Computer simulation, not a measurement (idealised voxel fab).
The process module that follows is named voxel released beams.
Section shown: cut. Width: 250 nm. Cell size: 5 nm, square.
Heads up, the way a cross-section reads in here is a grid of square cells, handed over as bands from the top down, with every band being one or more rows of cells. For a band, the entry starts with two heights in nm, that of the top and then that of the bottom, and carries on with the band's materials in order from left to right, each alongside its width in nm; the word "throughout" beside a single material means it fills the band edge to edge, and "empty" means empty space. Height 0 is the level under which the wafer as received is all one material. The lowest band goes on downwards, as in "from 0 down". Width spec "30 to 40" -> top row of cells at first value, bottom row at second value, equal per-row change in between. What does "no modification" mean for a step? It means no cell of the cross-section changed in that step. Empty spaces counting at least 8 cells and having no open way to the top are listed in "Enclosed cavities". The notation width x height at distance is used for each, the distance being from the left edge and all three values in nm. Anything after a step's settings on that line? It's the simulator's own note about the step. A step's line can hold "overlay nm"; with a mask on that step, the setting says how far right of the planned place the mask lay, while a negative setting says it lay to the left.
The process steps that were planned are listed below
- 1: RECEIVE,material Si
- 2: CONFORMAL_DEP,material SiN,thk nm 5
- 3: DIRECTIONAL_DEP,material SiO2,thk nm 10
- 4: PATTERN,tone open,mask id ANCHOR,material resist,width nm 25,thk nm 15,overlay nm 0
- 5: DIRECTIONAL_ETCH,etch materials SiO2,depth nm 10
- 6: STRIP,etch materials resist
- 7: CONFORMAL_DEP,material polySi,thk nm 10
- 8: PATTERN,tone cover,mask id BEAM,material resist,width nm 100,thk nm 20,overlay nm 0
- 9: DIRECTIONAL_ETCH,etch materials polySi,depth nm 10
- 10: STRIP,etch materials resist
- 11: STRIP,etch materials SiO2
Heads up: all these wafers start the same, and what changes between them is the thk nm in step 2. The value you see in the plan is just what the first wafer got.
Here's the first of the wafers in cross-section, just as we got it, i.e. after step 1
from 0 down | Si throughout
Enclosed cavities: none
What follows is a table in which each wafer occupies a row; for the wafer as it stands at the close of the module, the row states, material by material, how many cells have been gained (+) or lost (-) since receipt, and then gives its closed voids
thk nm 5; +50 SiN; +48 polySi; Enclosed cavities: none
thk nm 10; +100 SiN; +48 polySi; Enclosed cavities: none
thk nm 15; +150 SiN; +48 polySi; Enclosed cavities: none
thk nm 20; +200 SiN; +48 polySi; Enclosed cavities: none
thk nm 25; +250 SiN; +48 polySi; Enclosed cavities: none
